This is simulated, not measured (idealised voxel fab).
Presented below is a process module, voxel quadruple lines.
FYI the section here is cut, 270 nm wide, cells are 5 nm squares.
Notation: cross-section as square-cell grid; stated in bands, top first, going down; one or more cell rows per band. Basically the band line says how high the top is and how high the bottom is, in nm, and then what's in it from left to right, every material with its width in nm. Empty space shows up as "blank", and if a single material carries "edge to edge" it runs the full band edge to edge. Height is counted from the level 0, under which the received wafer is composed throughout of one material. The lowest of the bands is not closed at the bottom but continues downward, in the notation "0 -> down". The expression "30..40" gives the width at the extremes of the band, the first number at its top row of cells and the second at its bottom row, with the width changing by equal amounts from each row to the next in between. For the purposes of this document, the phrase "remains unaltered" attached to a step denotes that no cell within the cross-section was modified by that step. In "Enclosed cavities" the enclosed voids are listed, meaning empty spaces of 8 cells or larger without any opening to the top. The form is width x height at distance, distance from the left edge, units nm. What comes after the settings on a step's line is commentary from the simulator itself on that step. A step's line can hold "overlay nm"; with a mask on that step, the setting says how far right of the planned place the mask lay, while a negative setting says it lay to the left. For the reader: what remains of this document is a series of pairs, each showing a cross-section before one process step and a cross-section after that step which reaches down only to the lowest band that changed, with the step between them and its settings set out under the pair. It should not be assumed that a pair continues from the pair above it; the pairs can come from different runs of this module on the same starting wafer, and such continuity exists only where the entry headed "Ex-ante state" says so.

Ex-ante state
    60 -> 35: blank 65 nm / SiO2 10 nm / blank 40 nm / SiO2 10 nm / blank 20 nm / SiO2 10 nm / blank 40 nm / SiO2 10 nm / blank 65 nm
    35 -> 20: blank 65 nm / polySi 10 nm / blank 40 nm / polySi 10 nm / blank 20 nm / polySi 10 nm / blank 40 nm / polySi 10 nm / blank 65 nm
    20 -> 10: Ru edge to edge
    10 -> 0: SiO2 edge to edge
    0 -> down: Si edge to edge
    Enclosed cavities: none

Cross-Section Thereafter
    35 -> 20: blank 65 nm / polySi 10 nm / blank 40 nm / polySi 10 nm / blank 20 nm / polySi 10 nm / blank 40 nm / polySi 10 nm / blank 65 nm
    below 20: unchanged
    Enclosed cavities: none
Step between the pre-process and post-process cross-sections given above: STRIP,etch materials SiO2

Ex-ante state: refer to the pair immediately above; the cross-section shown after its step is the state before this one.

Cross-Section Thereafter
    45 -> 35: blank 55 nm / SiCN 30 nm / blank 20 nm / SiCN 60 nm / blank 20 nm / SiCN 30 nm / blank 55 nm
    35 -> 30: blank 55 nm / SiCN 10 nm / polySi 10 nm / SiCN 10 nm / blank 20 nm / SiCN 10 nm / polySi 10 nm / SiCN 20 nm / polySi 10 nm / SiCN 10 nm / blank 20 nm / SiCN 10 nm / polySi 10 nm / SiCN 10 nm / blank 55 nm
    30 -> 20: SiCN 65 nm / polySi 10 nm / SiCN 40 nm / polySi 10 nm / SiCN 20 nm / polySi 10 nm / SiCN 40 nm / polySi 10 nm / SiCN 65 nm
    below 20: unchanged
    Enclosed cavities: none
Step between the pre-process and post-process cross-sections given above: CONFORMAL_DEP,material SiCN,thk nm 10

Ex-ante state: refer to the pair immediately above; the cross-section shown after its step is the state before this one.

Cross-Section Thereafter
    35 -> 20: blank 55 nm / SiCN 10 nm / polySi 10 nm / SiCN 10 nm / blank 20 nm / SiCN 10 nm / polySi 10 nm / SiCN 20 nm / polySi 10 nm / SiCN 10 nm / blank 20 nm / SiCN 10 nm / polySi 10 nm / SiCN 10 nm / blank 55 nm
    below 20: unchanged
    Enclosed cavities: none
Step between the pre-process and post-process cross-sections given above: DIRECTIONAL_ETCH,etch materials SiCN,depth nm 10

Ex-ante state: refer to the pair immediately above; the cross-section shown after its step is the state before this one.

Cross-Section Thereafter
    35 -> 20: blank 55 nm / SiCN 10 nm / blank 10 nm / SiCN 10 nm / blank 20 nm / SiCN 10 nm / blank 10 nm / SiCN 20 nm / blank 10 nm / SiCN 10 nm / blank 20 nm / SiCN 10 nm / blank 10 nm / SiCN 10 nm / blank 55 nm
    below 20: unchanged
    Enclosed cavities: none
Step between the pre-process and post-process cross-sections given above: STRIP,etch materials polySi

Ex-ante state: refer to the pair immediately above; the cross-section shown after its step is the state before this one.

Cross-Section Thereafter
    35 -> 20: blank 55 nm / SiCN 10 nm / blank 10 nm / SiCN 10 nm / blank 20 nm / SiCN 10 nm / blank 10 nm / SiCN 20 nm / blank 10 nm / SiCN 10 nm / blank 20 nm / SiCN 10 nm / blank 10 nm / SiCN 10 nm / blank 55 nm
    20 -> 10: blank 55 nm / Ru 10 nm / blank 10 nm / Ru 10 nm / blank 20 nm / Ru 10 nm / blank 10 nm / Ru 20 nm / blank 10 nm / Ru 10 nm / blank 20 nm / Ru 10 nm / blank 10 nm / Ru 10 nm / blank 55 nm
    below 10: unchanged
    Enclosed cavities: none
Step between the pre-process and post-process cross-sections given above: DIRECTIONAL_ETCH,etch materials Ru,depth nm 10

Ex-ante state: refer to the pair immediately above; the cross-section shown after its step is the state before this one.

Cross-Section Thereafter
    20 -> 10: blank 55 nm / Ru 10 nm / blank 10 nm / Ru 10 nm / blank 20 nm / Ru 10 nm / blank 10 nm / Ru 20 nm / blank 10 nm / Ru 10 nm / blank 20 nm / Ru 10 nm / blank 10 nm / Ru 10 nm / blank 55 nm
    below 10: unchanged
    Enclosed cavities: none
Step between the pre-process and post-process cross-sections given above: STRIP,etch materials SiCN

Ex-ante state
    60 -> 35: aC edge to edge
    35 -> 20: polySi edge to edge
    20 -> 10: Ru edge to edge
    10 -> 0: SiO2 edge to edge
    0 -> down: Si edge to edge
    Enclosed cavities: none

Cross-Section Thereafter
    90 -> 60: blank 75 nm / resist 30 nm / blank 50 nm / resist 30 nm / blank 85 nm
    below 60: unchanged
    Enclosed cavities: none
Step between the pre-process and post-process cross-sections given above: PATTERN,tone cover,mask id MANDREL,material resist,width nm 30,pitch nm 80,thk nm 30,overlay nm -5

Ex-ante state: refer to the pair immediately above; the cross-section shown after its step is the state before this one.

Cross-Section Thereafter
    65 -> 60: blank 75 nm / resist 30 nm / blank 50 nm / resist 30 nm / blank 85 nm
    60 -> 35: blank 75 nm / aC 30 nm / blank 50 nm / aC 30 nm / blank 85 nm
    below 35: unchanged
    Enclosed cavities: none
Step between the pre-process and post-process cross-sections given above: DIRECTIONAL_ETCH,etch materials aC,depth nm 25

Ex-ante state: refer to the pair immediately above; the cross-section shown after its step is the state before this one.

Cross-Section Thereafter
    60 -> 35: blank 75 nm / aC 30 nm / blank 50 nm / aC 30 nm / blank 85 nm
    below 35: unchanged
    Enclosed cavities: none
Step between the pre-process and post-process cross-sections given above: STRIP,etch materials resist

Ex-ante state: refer to the pair immediately above; the cross-section shown after its step is the state before this one.

Cross-Section Thereafter
    70 -> 60: blank 65 nm / SiO2 50 nm / blank 30 nm / SiO2 50 nm / blank 75 nm
    60 -> 45: blank 65 nm / SiO2 10 nm / aC 30 nm / SiO2 10 nm / blank 30 nm / SiO2 10 nm / aC 30 nm / SiO2 10 nm / blank 75 nm
    45 -> 35: SiO2 75 nm / aC 30 nm / SiO2 50 nm / aC 30 nm / SiO2 85 nm
    below 35: unchanged
    Enclosed cavities: none
Step between the pre-process and post-process cross-sections given above: CONFORMAL_DEP,material SiO2,thk nm 10

Ex-ante state: refer to the pair immediately above; the cross-section shown after its step is the state before this one.

Cross-Section Thereafter
    60 -> 35: blank 65 nm / SiO2 10 nm / aC 30 nm / SiO2 10 nm / blank 30 nm / SiO2 10 nm / aC 30 nm / SiO2 10 nm / blank 75 nm
    below 35: unchanged
    Enclosed cavities: none
Step between the pre-process and post-process cross-sections given above: DIRECTIONAL_ETCH,etch materials SiO2,depth nm 10

Ex-ante state: refer to the pair immediately above; the cross-section shown after its step is the state before this one.

Cross-Section Thereafter
    60 -> 35: blank 65 nm / SiO2 10 nm / blank 30 nm / SiO2 10 nm / blank 30 nm / SiO2 10 nm / blank 30 nm / SiO2 10 nm / blank 75 nm
    below 35: unchanged
    Enclosed cavities: none
Step between the pre-process and post-process cross-sections given above: STRIP,etch materials aC

Ex-ante state: refer to the pair immediately above; the cross-section shown after its step is the state before this one.

Cross-Section Thereafter
    60 -> 35: blank 65 nm / SiO2 10 nm / blank 30 nm / SiO2 10 nm / blank 30 nm / SiO2 10 nm / blank 30 nm / SiO2 10 nm / blank 75 nm
    35 -> 20: blank 65 nm / polySi 10 nm / blank 30 nm / polySi 10 nm / blank 30 nm / polySi 10 nm / blank 30 nm / polySi 10 nm / blank 75 nm
    below 20: unchanged
    Enclosed cavities: none
Step between the pre-process and post-process cross-sections given above: DIRECTIONAL_ETCH,etch materials polySi,depth nm 15

Ex-ante state: refer to the pair immediately above; the cross-section shown after its step is the state before this one.

Cross-Section Thereafter
    35 -> 20: blank 65 nm / polySi 10 nm / blank 30 nm / polySi 10 nm / blank 30 nm / polySi 10 nm / blank 30 nm / polySi 10 nm / blank 75 nm
    below 20: unchanged
    Enclosed cavities: none
Step between the pre-process and post-process cross-sections given above: STRIP,etch materials SiO2

Ex-ante state: refer to the pair immediately above; the cross-section shown after its step is the state before this one.

Cross-Section Thereafter
    45 -> 35: blank 55 nm / SiCN 30 nm / blank 10 nm / SiCN 30 nm / blank 10 nm / SiCN 30 nm / blank 10 nm / SiCN 30 nm / blank 65 nm
    35 -> 30: blank 55 nm / SiCN 10 nm / polySi 10 nm / SiCN 10 nm / blank 10 nm / SiCN 10 nm / polySi 10 nm / SiCN 10 nm / blank 10 nm / SiCN 10 nm / polySi 10 nm / SiCN 10 nm / blank 10 nm / SiCN 10 nm / polySi 10 nm / SiCN 10 nm / blank 65 nm
    30 -> 20: SiCN 65 nm / polySi 10 nm / SiCN 30 nm / polySi 10 nm / SiCN 30 nm / polySi 10 nm / SiCN 30 nm / polySi 10 nm / SiCN 75 nm
    below 20: unchanged
    Enclosed cavities: none
Step between the pre-process and post-process cross-sections given above: CONFORMAL_DEP,material SiCN,thk nm 10

Ex-ante state: refer to the pair immediately above; the cross-section shown after its step is the state before this one.

Cross-Section Thereafter
    35 -> 20: blank 55 nm / SiCN 10 nm / polySi 10 nm / SiCN 10 nm / blank 10 nm / SiCN 10 nm / polySi 10 nm / SiCN 10 nm / blank 10 nm / SiCN 10 nm / polySi 10 nm / SiCN 10 nm / blank 10 nm / SiCN 10 nm / polySi 10 nm / SiCN 10 nm / blank 65 nm
    below 20: unchanged
    Enclosed cavities: none
Step between the pre-process and post-process cross-sections given above: DIRECTIONAL_ETCH,etch materials SiCN,depth nm 10

Ex-ante state: refer to the pair immediately above; the cross-section shown after its step is the state before this one.

Cross-Section Thereafter
    35 -> 20: blank 55 nm / SiCN 10 nm / blank 10 nm / SiCN 10 nm / blank 10 nm / SiCN 10 nm / blank 10 nm / SiCN 10 nm / blank 10 nm / SiCN 10 nm / blank 10 nm / SiCN 10 nm / blank 10 nm / SiCN 10 nm / blank 10 nm / SiCN 10 nm / blank 65 nm
    below 20: unchanged
    Enclosed cavities: none
Step between the pre-process and post-process cross-sections given above: STRIP,etch materials polySi

Ex-ante state: refer to the pair immediately above; the cross-section shown after its step is the state before this one.

Cross-Section Thereafter
    35 -> 20: blank 55 nm / SiCN 10 nm / blank 10 nm / SiCN 10 nm / blank 10 nm / SiCN 10 nm / blank 10 nm / SiCN 10 nm / blank 10 nm / SiCN 10 nm / blank 10 nm / SiCN 10 nm / blank 10 nm / SiCN 10 nm / blank 10 nm / SiCN 10 nm / blank 65 nm
    20 -> 10: blank 55 nm / Ru 10 nm / blank 10 nm / Ru 10 nm / blank 10 nm / Ru 10 nm / blank 10 nm / Ru 10 nm / blank 10 nm / Ru 10 nm / blank 10 nm / Ru 10 nm / blank 10 nm / Ru 10 nm / blank 10 nm / Ru 10 nm / blank 65 nm
    below 10: unchanged
    Enclosed cavities: none
Step between the pre-process and post-process cross-sections given above: DIRECTIONAL_ETCH,etch materials Ru,depth nm 10

Ex-ante state: refer to the pair immediately above; the cross-section shown after its step is the state before this one.

Cross-Section Thereafter
    20 -> 10: blank 55 nm / Ru 10 nm / blank 10 nm / Ru 10 nm / blank 10 nm / Ru 10 nm / blank 10 nm / Ru 10 nm / blank 10 nm / Ru 10 nm / blank 10 nm / Ru 10 nm / blank 10 nm / Ru 10 nm / blank 10 nm / Ru 10 nm / blank 65 nm
    below 10: unchanged
    Enclosed cavities: none
Step between the pre-process and post-process cross-sections given above: STRIP,etch materials SiCN

Ex-ante state
    35 -> 20: blank 60 nm / SiCN 10 nm / polySi 10 nm / SiCN 10 nm / blank 10 nm / SiCN 10 nm / polySi 10 nm / SiCN 10 nm / blank 10 nm / SiCN 10 nm / polySi 10 nm / SiCN 10 nm / blank 10 nm / SiCN 10 nm / polySi 10 nm / SiCN 10 nm / blank 60 nm
    20 -> 10: Ru edge to edge
    10 -> 0: SiO2 edge to edge
    0 -> down: Si edge to edge
    Enclosed cavities: none

Cross-Section Thereafter
    35 -> 20: blank 70 nm / polySi 10 nm / blank 30 nm / polySi 10 nm / blank 30 nm / polySi 10 nm / blank 30 nm / polySi 10 nm / blank 70 nm
    below 20: unchanged
    Enclosed cavities: none
Step between the pre-process and post-process cross-sections given above: STRIP,etch materials SiCN

Ex-ante state: refer to the pair immediately above; the cross-section shown after its step is the state before this one.

Cross-Section Thereafter
    35 -> 20: blank 70 nm / polySi 10 nm / blank 30 nm / polySi 10 nm / blank 30 nm / polySi 10 nm / blank 30 nm / polySi 10 nm / blank 70 nm
    20 -> 10: blank 70 nm / Ru 10 nm / blank 30 nm / Ru 10 nm / blank 30 nm / Ru 10 nm / blank 30 nm / Ru 10 nm / blank 70 nm
    below 10: unchanged
    Enclosed cavities: none
Step between the pre-process and post-process cross-sections given above: DIRECTIONAL_ETCH,etch materials Ru,depth nm 10

Ex-ante state
    60 -> 35: aC edge to edge
    35 -> 20: polySi edge to edge
    20 -> 10: Ru edge to edge
    10 -> 0: SiO2 edge to edge
    0 -> down: Si edge to edge
    Enclosed cavities: none

Cross-Section Thereafter
    90 -> 60: resist 80 nm / blank 30 nm / resist 50 nm / blank 30 nm / resist 80 nm
    below 60: unchanged
    Enclosed cavities: none
Step between the pre-process and post-process cross-sections given above: PATTERN,tone open,mask id MANDREL,material resist,width nm 30,pitch nm 80,thk nm 30,overlay nm 0

Ex-ante state: refer to the pair immediately above; the cross-section shown after its step is the state before this one.

Cross-Section Thereafter
    65 -> 60: resist 80 nm / blank 30 nm / resist 50 nm / blank 30 nm / resist 80 nm
    60 -> 35: aC 80 nm / blank 30 nm / aC 50 nm / blank 30 nm / aC 80 nm
    below 35: unchanged
    Enclosed cavities: none
Step between the pre-process and post-process cross-sections given above: DIRECTIONAL_ETCH,etch materials aC,depth nm 25

Ex-ante state: refer to the pair immediately above; the cross-section shown after its step is the state before this one.

Cross-Section Thereafter
    60 -> 35: aC 80 nm / blank 30 nm / aC 50 nm / blank 30 nm / aC 80 nm
    below 35: unchanged
    Enclosed cavities: none
Step between the pre-process and post-process cross-sections given above: STRIP,etch materials resist

Ex-ante state: refer to the pair immediately above; the cross-section shown after its step is the state before this one.

Cross-Section Thereafter
    70 -> 60: SiO2 90 nm / blank 10 nm / SiO2 70 nm / blank 10 nm / SiO2 90 nm
    60 -> 45: aC 80 nm / SiO2 10 nm / blank 10 nm / SiO2 10 nm / aC 50 nm / SiO2 10 nm / blank 10 nm / SiO2 10 nm / aC 80 nm
    45 -> 35: aC 80 nm / SiO2 30 nm / aC 50 nm / SiO2 30 nm / aC 80 nm
    below 35: unchanged
    Enclosed cavities: none
Step between the pre-process and post-process cross-sections given above: CONFORMAL_DEP,material SiO2,thk nm 10

Ex-ante state: refer to the pair immediately above; the cross-section shown after its step is the state before this one.

Cross-Section Thereafter
    60 -> 35: aC 80 nm / SiO2 10 nm / blank 10 nm / SiO2 10 nm / aC 50 nm / SiO2 10 nm / blank 10 nm / SiO2 10 nm / aC 80 nm
    below 35: unchanged
    Enclosed cavities: none
Step between the pre-process and post-process cross-sections given above: DIRECTIONAL_ETCH,etch materials SiO2,depth nm 10

Ex-ante state: refer to the pair immediately above; the cross-section shown after its step is the state before this one.

Cross-Section Thereafter
    60 -> 35: blank 80 nm / SiO2 10 nm / blank 10 nm / SiO2 10 nm / blank 50 nm / SiO2 10 nm / blank 10 nm / SiO2 10 nm / blank 80 nm
    below 35: unchanged
    Enclosed cavities: none
Step between the pre-process and post-process cross-sections given above: STRIP,etch materials aC

Ex-ante state: refer to the pair immediately above; the cross-section shown after its step is the state before this one.

Cross-Section Thereafter
    60 -> 35: blank 80 nm / SiO2 10 nm / blank 10 nm / SiO2 10 nm / blank 50 nm / SiO2 10 nm / blank 10 nm / SiO2 10 nm / blank 80 nm
    35 -> 20: blank 80 nm / polySi 10 nm / blank 10 nm / polySi 10 nm / blank 50 nm / polySi 10 nm / blank 10 nm / polySi 10 nm / blank 80 nm
    below 20: unchanged
    Enclosed cavities: none
Step between the pre-process and post-process cross-sections given above: DIRECTIONAL_ETCH,etch materials polySi,depth nm 15

Ex-ante state: refer to the pair immediately above; the cross-section shown after its step is the state before this one.

Cross-Section Thereafter
    35 -> 20: blank 80 nm / polySi 10 nm / blank 10 nm / polySi 10 nm / blank 50 nm / polySi 10 nm / blank 10 nm / polySi 10 nm / blank 80 nm
    below 20: unchanged
    Enclosed cavities: none
Step between the pre-process and post-process cross-sections given above: STRIP,etch materials SiO2

Ex-ante state: refer to the pair immediately above; the cross-section shown after its step is the state before this one.

Cross-Section Thereafter
    45 -> 35: blank 70 nm / SiCN 50 nm / blank 30 nm / SiCN 50 nm / blank 70 nm
    35 -> 30: blank 70 nm / SiCN 10 nm / polySi 10 nm / SiCN 10 nm / polySi 10 nm / SiCN 10 nm / blank 30 nm / SiCN 10 nm / polySi 10 nm / SiCN 10 nm / polySi 10 nm / SiCN 10 nm / blank 70 nm
    30 -> 20: SiCN 80 nm / polySi 10 nm / SiCN 10 nm / polySi 10 nm / SiCN 50 nm / polySi 10 nm / SiCN 10 nm / polySi 10 nm / SiCN 80 nm
    below 20: unchanged
    Enclosed cavities: none
Step between the pre-process and post-process cross-sections given above: CONFORMAL_DEP,material SiCN,thk nm 10

Ex-ante state: refer to the pair immediately above; the cross-section shown after its step is the state before this one.

Cross-Section Thereafter
    35 -> 20: blank 70 nm / SiCN 10 nm / polySi 10 nm / SiCN 10 nm / polySi 10 nm / SiCN 10 nm / blank 30 nm / SiCN 10 nm / polySi 10 nm / SiCN 10 nm / polySi 10 nm / SiCN 10 nm / blank 70 nm
    below 20: unchanged
    Enclosed cavities: none
Step between the pre-process and post-process cross-sections given above: DIRECTIONAL_ETCH,etch materials SiCN,depth nm 10

Ex-ante state: refer to the pair immediately above; the cross-section shown after its step is the state before this one.

Cross-Section Thereafter
    35 -> 20: blank 70 nm / SiCN 10 nm / blank 10 nm / SiCN 10 nm / blank 10 nm / SiCN 10 nm / blank 30 nm / SiCN 10 nm / blank 10 nm / SiCN 10 nm / blank 10 nm / SiCN 10 nm / blank 70 nm
    below 20: unchanged
    Enclosed cavities: none
Step between the pre-process and post-process cross-sections given above: STRIP,etch materials polySi

Ex-ante state: refer to the pair immediately above; the cross-section shown after its step is the state before this one.

Cross-Section Thereafter
    35 -> 20: blank 70 nm / SiCN 10 nm / blank 10 nm / SiCN 10 nm / blank 10 nm / SiCN 10 nm / blank 30 nm / SiCN 10 nm / blank 10 nm / SiCN 10 nm / blank 10 nm / SiCN 10 nm / blank 70 nm
    20 -> 10: blank 70 nm / Ru 10 nm / blank 10 nm / Ru 10 nm / blank 10 nm / Ru 10 nm / blank 30 nm / Ru 10 nm / blank 10 nm / Ru 10 nm / blank 10 nm / Ru 10 nm / blank 70 nm
    below 10: unchanged
    Enclosed cavities: none
Step between the pre-process and post-process cross-sections given above: DIRECTIONAL_ETCH,etch materials Ru,depth nm 10

Ex-ante state: refer to the pair immediately above; the cross-section shown after its step is the state before this one.

Cross-Section Thereafter
    20 -> 10: blank 70 nm / Ru 10 nm / blank 10 nm / Ru 10 nm / blank 10 nm / Ru 10 nm / blank 30 nm / Ru 10 nm / blank 10 nm / Ru 10 nm / blank 10 nm / Ru 10 nm / blank 70 nm
    below 10: unchanged
    Enclosed cavities: none
Step between the pre-process and post-process cross-sections given above: STRIP,etch materials SiCN
